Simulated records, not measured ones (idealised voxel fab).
A process module follows: voxel self aligned contacts.
Square cells of 5 nm make up the cross-section cut, whose width is 285 nm.
Notation: cross-section as square-cell grid; stated in bands, top first, going down; one or more cell rows per band.
Band entry format. Leading values: height of top, height of bottom, nm. Remainder: materials in left-to-right order, each with its width in nm. Special words: "throughout" on a single material, which then fills the band edge to edge; "blank", empty space.
Height is counted from the level 0, under which the received wafer is composed throughout of one material. The lowest of the bands is not closed at the bottom but continues downward, in the notation "0 and below".
So if you see something like "30->40" for the width, read it as the top row of the band sitting at the first number and the bottom row at the second, with every row in between moving by the same amount as the last.
"no change" for a step: no cell of the cross-section changed in that step.
For the entry "Enclosed void list", the listed items are empty spaces with no open way to the top whose size is 8 cells or more; each item follows the pattern width x height at distance, where distance is from the left edge and all three are in nm.
Heads up: the bit after the settings on a step's line is the simulator's remark on that step.
overlay nm: mask right of planned place by this much (step with mask). Neg. = left.

### The planned process steps are enumerated hereunder
- 1: RECEIVE,material Si
- 2: OXIDIZE,depth nm 5
- 3: DIRECTIONAL_DEP,material polySi,thk nm 20
- 4: DIRECTIONAL_DEP,material SiN,thk nm 20
- 5: DIRECTIONAL_DEP,material aC,thk nm 10
- 6: PATTERN,tone cover,mask id GATE,material resist,width nm 25,pitch nm 55,thk nm 30,overlay nm 0
- 7: DIRECTIONAL_ETCH,etch materials aC,depth nm 10
- 8: STRIP,etch materials resist
- 9: DIRECTIONAL_ETCH,etch materials SiN,depth nm 20
- 10: DIRECTIONAL_ETCH,etch materials polySi,depth nm 20
- 11: STRIP,etch materials aC
- 12: CONFORMAL_DEP,material SiN,thk nm 5
- 13: DIRECTIONAL_ETCH,etch materials SiN,depth nm 5
- 14: FILL_DEP,material SiO2,thk nm 10
- 15: CMP,height nm 45
- 16: PATTERN,tone open,mask id CONTACT,material resist,width nm 40,pitch nm 55,thk nm 15,overlay nm 0
- 17: DIRECTIONAL_ETCH,etch materials SiO2,depth nm 50
- 18: STRIP,etch materials resist
- 19: CONFORMAL_DEP,material TiN,thk nm 5
- 20: FILL_DEP,material W,thk nm 5
- 21: CMP,height nm 45
- 22: CONFORMAL_DEP,material SiCN,thk nm 5

### Wafer cross-section on receipt, i.e. after step 1
  0 and below | Si throughout
  Enclosed void list: none

### Wafer cross-section at end of module: start and plan as shown above, one execution error
  50 down to 45 | SiCN throughout
  45 down to 40 | SiO2=95; TiN=15; W=10; TiN=15; SiO2=15; TiN=15; W=10; TiN=15; SiO2=95
  40 down to 20 | SiO2=70; SiN=35; TiN=5; W=10; TiN=5; SiN=35; TiN=5; W=10; TiN=5; SiN=35; SiO2=70
  20 down to 5 | SiO2=70; SiN=5; polySi=25; SiN=5; TiN=5; W=10; TiN=5; SiN=5; polySi=25; SiN=5; TiN=5; W=10; TiN=5; SiN=5; polySi=25; SiN=5; SiO2=70
  5 down to 0 | SiO2=70; SiN=5; polySi=25; SiN=5; TiN=20; SiN=5; polySi=25; SiN=5; TiN=20; SiN=5; polySi=25; SiN=5; SiO2=70
  0 and below | Si throughout
  Enclosed void list: none
Where did the run depart from the plan? heads up, step 2 of the plan was skipped and never actually ran
